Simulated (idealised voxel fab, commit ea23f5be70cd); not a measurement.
Title: Process Module voxel local oxidation
Xsec cut, 250 nm wide, square cell size 5 nm.
Cross-section format: a grid of square cells, given as bands from top to bottom; each band is one or more rows of cells.
Quick guide to a band line: top height, bottom height (nm) up front; then every material left to right with its width in nm. Only one material and it's marked "all across"? Then it fills the band edge to edge. And "air" just means empty space.
All heights in this document are referenced to 0, defined as the level beneath which the wafer, as received, consists entirely of one material. The lowest band is not bounded below; it extends indefinitely downward and is written in the form "top 0, no bottom".
A two-number width, for instance "30 to 40", indicates that the width is equal to the first number in the top row of the band and to the second number in the bottom row, and that it changes by a constant amount per row of cells.
"everything unchanged" (step): cross-section cells unchanged, all of them.
"Closed void register" specifies each empty space that is not open to the top and that occupies no fewer than 8 cells, using the form width x height at distance, the distance measured from the left edge and all three quantities in nm.
Where a step's line continues beyond its settings, the continuation is a remark by the simulator itself on that step.
overlay nm: for a step with a mask, the amount by which the mask lay right of where it was planned; a negative amount means left of it.
# The planned process steps are enumerated hereunder
1,RECEIVE | material Si
2,OXIDIZE | depth nm 5
3,CONFORMAL_DEP | material SiN | thk nm 15
4,DIRECTIONAL_DEP | material aC | thk nm 15
5,PATTERN | tone cover | mask id ACTIVE | material resist | width nm 95 | thk nm 35 | overlay nm 0
6,DIRECTIONAL_ETCH | etch materials aC | depth nm 15
7,STRIP | etch materials resist
8,DIRECTIONAL_ETCH | etch materials SiN | depth nm 15
9,STRIP | etch materials aC
10,SELECTIVE_ETCH | etch materials SiO2 | depth nm 5
11,OXIDIZE | depth nm 10
12,STRIP | etch materials SiN
# On the first of the two wafers: run conducted according to plan
# Cross-section of the wafer as it came to us, i.e., already through step 1
  top 0, no bottom = Si all across
  Closed void register: none
# After step 2, in cross-section
  top 0, bottom -5 = SiO2 all across
  below -5: unchanged
# After step 3, in cross-section
  top 15, bottom 0 = SiN all across
  below 0: unchanged
# After step 4, in cross-section
  top 30, bottom 15 = aC all across
  below 15: unchanged
# After step 5, in cross-section
  top 65, bottom 30 = air 75 nm, resist 95 nm, air 80 nm
  below 30: unchanged
# After step 6, in cross-section
  top 50, bottom 30 = air 75 nm, resist 95 nm, air 80 nm
  top 30, bottom 15 = air 75 nm, aC 95 nm, air 80 nm
  below 15: unchanged
# After step 7, in cross-section
  top 30, bottom 15 = air 75 nm, aC 95 nm, air 80 nm
  below 15: unchanged
# After step 8, in cross-section
  top 30, bottom 15 = air 75 nm, aC 95 nm, air 80 nm
  top 15, bottom 0 = air 75 nm, SiN 95 nm, air 80 nm
  below 0: unchanged
# After step 9, in cross-section
  top 15, bottom 0 = air 75 nm, SiN 95 nm, air 80 nm
  below 0: unchanged
# After step 10, in cross-section
  top 15, bottom 0 = air 75 nm, SiN 95 nm, air 80 nm
  top 0, bottom -5 = air 80 nm, SiO2 85 nm, air 85 nm
  below -5: unchanged
# After step 11, in cross-section
  top 15, bottom 0 = air 75 nm, SiN 95 nm, air 80 nm
  top 0, bottom -5 = air 80 nm, SiO2 85 nm, air 85 nm
  top -5, bottom -15 = SiO2 90 nm, Si 65 nm, SiO2 95 nm
  below -15: unchanged
# After step 12, in cross-section
  top 0, bottom -5 = air 80 nm, SiO2 85 nm, air 85 nm
  below -5: unchanged
# Second wafer, same starting state and plan as the first, one mistake in the run, identical through step 4
# Second wafer: cross-section at the scheduled end of step 5
  top 65, bottom 30 = air 70 nm, resist 105 nm, air 75 nm
  below 30: unchanged
# Second wafer: cross-section at the scheduled end of step 6
  top 50, bottom 30 = air 70 nm, resist 105 nm, air 75 nm
  top 30, bottom 15 = air 70 nm, aC 105 nm, air 75 nm
  below 15: unchanged
# Second wafer: cross-section at the scheduled end of step 7
  top 30, bottom 15 = air 70 nm, aC 105 nm, air 75 nm
  below 15: unchanged
# Second wafer: cross-section at the scheduled end of step 8
  top 30, bottom 15 = air 70 nm, aC 105 nm, air 75 nm
  top 15, bottom 0 = air 70 nm, SiN 105 nm, air 75 nm
  below 0: unchanged
# Second wafer: cross-section at the scheduled end of step 9
  top 15, bottom 0 = air 70 nm, SiN 105 nm, air 75 nm
  below 0: unchanged
# Second wafer: cross-section at the scheduled end of step 10
  top 15, bottom 0 = air 70 nm, SiN 105 nm, air 75 nm
  top 0, bottom -5 = air 75 nm, SiO2 95 nm, air 80 nm
  below -5: unchanged
# Second wafer: cross-section at the scheduled end of step 11
  top 15, bottom 0 = air 70 nm, SiN 105 nm, air 75 nm
  top 0, bottom -5 = air 75 nm, SiO2 95 nm, air 80 nm
  top -5, bottom -15 = SiO2 85 nm, Si 75 nm, SiO2 90 nm
  below -15: unchanged
# Second wafer: cross-section at the scheduled end of step 12
  top 0, bottom -5 = air 75 nm, SiO2 95 nm, air 80 nm
  below -5: unchanged
Error vs. plan: the process deviated at step 5: the operation and settings actually run there were PATTERN | tone cover | mask id ACTIVE | material resist | width nm 105 | thk nm 35 | overlay nm 0
The closing comparison, in cells, has the second wafer with more or fewer of some materials than the first: 4 more of Si; 2 fewer of SiO2
